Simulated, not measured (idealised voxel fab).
Herein follows the process module entitled voxel ribs on slabs.
Section shown: cut. Width: 285 nm. Cell size: 5 nm, square.
Bands, listed from the top down, are how a cross-section gets written in this document; the cross-section itself is a grid of square cells, and a band is one or more rows of them.
Per band: top height and bottom height in nm, followed by the left-to-right materials and their widths in nm; "full width" marks a single material spanning edge to edge, "blank" marks empty space.
For the purposes of this specification, 0 denotes the height below which the wafer in its as-received condition is composed wholly of one material, and the lowermost band, lacking a lower limit, extends downward without end, as expressed in "0 and below".
The width entry "30..40" should be interpreted row by row: the top row of cells in the band takes the first number, the bottom row takes the second number, and the change between adjacent rows is uniform throughout.
The cross-section has no changed cell in any step marked "all unchanged".
"Cavities, closed" enumerates empty spaces isolated from the top, with no open way to it, that contain at least 8 cells, giving each as width x height at distance from the left edge, all three in nm.
Read whatever lies past the settings on a step's line as the simulator's own remark about the step.
For masked steps, "overlay nm" on the step line gives how far right of plan the mask actually lay; a minus sign means it lay to the left.
### plan
step 1: RECEIVE: material Si
step 2: DIRECTIONAL_DEP: material SiO2, thk nm 30
step 3: DIRECTIONAL_DEP: material SiN, thk nm 15
step 4: DIRECTIONAL_DEP: material aC, thk nm 10
step 5: PATTERN: tone cover, mask id RIB, material resist, width nm 15, thk nm 25, overlay nm 0
step 6: DIRECTIONAL_ETCH: etch materials aC, depth nm 10
step 7: STRIP: etch materials resist
step 8: DIRECTIONAL_ETCH: etch materials SiN, depth nm 10
step 9: STRIP: etch materials aC
step 10: PATTERN: tone cover, mask id SLAB, material resist, width nm 45, thk nm 15, overlay nm 0
step 11: DIRECTIONAL_ETCH: etch materials SiN, depth nm 5
step 12: STRIP: etch materials resist
step 13: FILL_DEP: material SiO2, thk nm 25
step 14: CMP: height nm 65
step 15: DIRECTIONAL_DEP: material W, thk nm 5
step 16: MASKED_ETCH: tone cover, mask id HEATER, width nm 25, etch materials W, depth nm 5, overlay nm 0
step 17: CONFORMAL_DEP: material SiO2, thk nm 5
### Concerning the first of two wafers, which was run in accordance with the plan
### As-received state of the wafer in cross-section, equivalent to post-step 1
- 0 and below = Si full width
- Cavities, closed: none
### After step 2, in cross-section
- 30 down to 0 = SiO2 full width
- Everything under 0 stays put, no change at all.
### After step 3, in cross-section
- 45 down to 30 = SiN full width
- Everything under 30 stays put, no change at all.
### After step 4, in cross-section
- 55 down to 45 = aC full width
- Everything under 45 stays put, no change at all.
### After step 5, in cross-section
- 80 down to 55 = blank 135 nm, resist 15 nm, blank 135 nm
- Everything under 55 stays put, no change at all.
### After step 6, in cross-section
- 70 down to 55 = blank 135 nm, resist 15 nm, blank 135 nm
- 55 down to 45 = blank 135 nm, aC 15 nm, blank 135 nm
- Everything under 45 stays put, no change at all.
### After step 7, in cross-section
- 55 down to 45 = blank 135 nm, aC 15 nm, blank 135 nm
- Everything under 45 stays put, no change at all.
### After step 8, in cross-section
- 55 down to 45 = blank 135 nm, aC 15 nm, blank 135 nm
- 45 down to 35 = blank 135 nm, SiN 15 nm, blank 135 nm
- Everything under 35 stays put, no change at all.
### After step 9, in cross-section
- 45 down to 35 = blank 135 nm, SiN 15 nm, blank 135 nm
- Everything under 35 stays put, no change at all.
### After step 10, in cross-section
- 60 down to 45 = blank 120 nm, resist 45 nm, blank 120 nm
- 45 down to 35 = blank 120 nm, resist 15 nm, SiN 15 nm, resist 15 nm, blank 120 nm
- Everything under 35 stays put, no change at all.
### After step 11, in cross-section
- 60 down to 45 = blank 120 nm, resist 45 nm, blank 120 nm
- 45 down to 35 = blank 120 nm, resist 15 nm, SiN 15 nm, resist 15 nm, blank 120 nm
- 35 down to 30 = blank 120 nm, SiN 45 nm, blank 120 nm
- Everything under 30 stays put, no change at all.
### After step 12, in cross-section
- 45 down to 35 = blank 135 nm, SiN 15 nm, blank 135 nm
- Everything under 35 stays put, no change at all.
### After step 13, in cross-section
- 70 down to 45 = SiO2 full width
- 45 down to 35 = SiO2 135 nm, SiN 15 nm, SiO2 135 nm
- 35 down to 30 = SiO2 120 nm, SiN 45 nm, SiO2 120 nm
- Everything under 30 stays put, no change at all.
### After step 14, in cross-section
- 65 down to 45 = SiO2 full width
- Everything under 45 stays put, no change at all.
### After step 15, in cross-section
- 70 down to 65 = W full width
- Everything under 65 stays put, no change at all.
### After step 16, in cross-section
- 70 down to 65 = blank 130 nm, W 25 nm, blank 130 nm
- Everything under 65 stays put, no change at all.
### After step 17, in cross-section
- 75 down to 70 = blank 125 nm, SiO2 35 nm, blank 125 nm
- 70 down to 65 = SiO2 130 nm, W 25 nm, SiO2 130 nm
- Everything under 65 stays put, no change at all.
### The second wafer began exactly as the first did and followed the same plan, but one mistake was made while running it; through step 2 inclusive, the two wafers are identical
### Cross-section: second wafer, time at which step 3 was scheduled to end
- 40 down to 30 = aC full width
- Everything under 30 stays put, no change at all.
### Cross-section: second wafer, time at which step 4 was scheduled to end
- 55 down to 40 = SiN full width
- Everything under 40 stays put, no change at all.
### Cross-section: second wafer, time at which step 5 was scheduled to end
- 80 down to 55 = blank 135 nm, resist 15 nm, blank 135 nm
- Everything under 55 stays put, no change at all.
### Cross-section: second wafer, time at which step 6 was scheduled to end
- 70 down to 55 = blank 135 nm, resist 15 nm, blank 135 nm
- Everything under 55 stays put, no change at all.
### Cross-section: second wafer, time at which step 7 was scheduled to end
- 55 down to 40 = SiN full width
- Everything under 40 stays put, no change at all.
### Cross-section: second wafer, time at which step 8 was scheduled to end
- 45 down to 40 = SiN full width
- Everything under 40 stays put, no change at all.
Cross-section: second wafer, time at which step 9 was scheduled to end: all unchanged
### Cross-section: second wafer, time at which step 10 was scheduled to end
- 60 down to 45 = blank 120 nm, resist 45 nm, blank 120 nm
- Everything under 45 stays put, no change at all.
### Cross-section: second wafer, time at which step 11 was scheduled to end
- 60 down to 45 = blank 120 nm, resist 45 nm, blank 120 nm
- 45 down to 40 = blank 120 nm, SiN 45 nm, blank 120 nm
- Everything under 40 stays put, no change at all.
### Cross-section: second wafer, time at which step 12 was scheduled to end
- 45 down to 40 = blank 120 nm, SiN 45 nm, blank 120 nm
- Everything under 40 stays put, no change at all.
### Cross-section: second wafer, time at which step 13 was scheduled to end
- 70 down to 45 = SiO2 full width
- 45 down to 40 = SiO2 120 nm, SiN 45 nm, SiO2 120 nm
- Everything under 40 stays put, no change at all.
### Cross-section: second wafer, time at which step 14 was scheduled to end
- 65 down to 45 = SiO2 full width
- Everything under 45 stays put, no change at all.
### Cross-section: second wafer, time at which step 15 was scheduled to end
- 70 down to 65 = W full width
- Everything under 65 stays put, no change at all.
### Cross-section: second wafer, time at which step 16 was scheduled to end
- 70 down to 65 = blank 130 nm, W 25 nm, blank 130 nm
- Everything under 65 stays put, no change at all.
### Cross-section: second wafer, time at which step 17 was scheduled to end
- 75 down to 70 = blank 125 nm, SiO2 35 nm, blank 125 nm
- 70 down to 65 = SiO2 130 nm, W 25 nm, SiO2 130 nm
- Everything under 65 stays put, no change at all.
Plan not followed: so 3 and 4 got swapped relative to the plan, each ran where the other was supposed to
Final wafer comparison in cells, second versus first, more or fewer per material: SiN: 6 fewer | SiO2: 108 fewer | aC: 114 more
